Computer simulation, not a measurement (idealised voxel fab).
process module | voxel self aligned vias
cross-section cut | 190 nm wide | cells 5 nm
A cross-section is a grid of square cells, given in bands from the top down. A band is one or more rows of cells.
Each band's line starts with the height of the band's top and of its bottom, in nm. Then come its materials from left to right, each with its width in nm. One material with "throughout" fills the band from edge to edge. "air" is empty space.
Height 0 is the level under which the wafer as received is all one material. The lowest band goes on downwards, as in "0 down".
A width such as "30 to 40" changes by the same amount from each row of cells to the next, from the band's top row to its bottom row.
"no change" after a step means that no cell of the cross-section changed.
closed voids: empty space of 8 cells or more with no open way to the top, each as width x height at its distance from the left edge, in nm
after a step's settings: what the simulator itself notes on the step
overlay nm, on a step with a mask: how far to the right of its planned place the mask lay; to the left if negative
plan
1 op RECEIVE | material Si
2 op CONFORMAL_DEP | material SiO2 | thk nm 15
3 op CONFORMAL_DEP | material SiCN | thk nm 5
4 op DIRECTIONAL_DEP | material SiO2 | thk nm 30
5 op DIRECTIONAL_DEP | material aC | thk nm 10
6 op PATTERN | tone open | mask id LINES | material resist | width nm 25 | pitch nm 75 | thk nm 30 | overlay nm 0
7 op DIRECTIONAL_ETCH | etch materials aC | depth nm 10
8 op STRIP | etch materials resist
9 op DIRECTIONAL_ETCH | etch materials SiO2 | depth nm 30
10 op STRIP | etch materials aC
11 op CONFORMAL_DEP | material TiN | thk nm 5
12 op FILL_DEP | material W | thk nm 10
13 op CMP | height nm 50
14 op SELECTIVE_ETCH | etch materials W Ru TiN | depth nm 5
15 op FILL_DEP | material SiN | thk nm 5
16 op CMP | height nm 50
17 op DIRECTIONAL_DEP | material SiO2 | thk nm 20
18 op MASKED_ETCH | tone open | mask id VIAS | width nm 45 | pitch nm 75 | etch materials SiO2 | depth nm 20 | overlay nm 0
19 op MASKED_ETCH | tone open | mask id VIAS | width nm 45 | pitch nm 75 | etch materials SiN | depth nm 5 | overlay nm 0
20 op CONFORMAL_DEP | material TiN | thk nm 5
21 op FILL_DEP | material W | thk nm 5
22 op CMP | height nm 70
23 op CONFORMAL_DEP | material SiCN | thk nm 5
as received, after step 1
  0 down: Si throughout
  closed voids: none
first wafer at the end, as planned
  75 to 70: SiCN throughout
  70 to 55: SiO2 35 | TiN 5 | W 35 | TiN 5 | SiO2 30 | TiN 5 | W 35 | TiN 5 | SiO2 35
  55 to 50: SiO2 35 | TiN 15 | W 15 | TiN 15 | SiO2 30 | TiN 15 | W 15 | TiN 15 | SiO2 35
  50 to 45: SiO2 45 | TiN 25 | SiO2 50 | TiN 25 | SiO2 45
  45 to 25: SiO2 45 | TiN 5 | W 15 | TiN 5 | SiO2 50 | TiN 5 | W 15 | TiN 5 | SiO2 45
  25 to 20: SiO2 45 | TiN 25 | SiO2 50 | TiN 25 | SiO2 45
  20 to 15: SiCN throughout
  15 to 0: SiO2 throughout
  0 down: Si throughout
  closed voids: none
second wafer at the end: like start, like plan, one mistake
  75 to 70: SiCN throughout
  70 to 50: SiO2 35 | TiN 5 | W 35 | TiN 5 | SiO2 30 | TiN 5 | W 35 | TiN 5 | SiO2 35
  50 to 45: SiO2 35 | TiN 45 | SiO2 30 | TiN 45 | SiO2 35
  45 to 30: SiO2 35 | TiN 15 | W 15 | TiN 15 | SiO2 30 | TiN 15 | W 15 | TiN 15 | SiO2 35
  30 to 25: SiO2 45 | TiN 5 | W 15 | TiN 5 | SiO2 50 | TiN 5 | W 15 | TiN 5 | SiO2 45
  25 to 20: SiO2 45 | TiN 25 | SiO2 50 | TiN 25 | SiO2 45
  20 to 15: SiCN throughout
  15 to 0: SiO2 throughout
  0 down: Si throughout
  closed voids: none
what went wrong: step 18 was run twice
at the end the second wafer has, in cells: 32 fewer of SiO2 | 24 more of TiN | 8 more of W
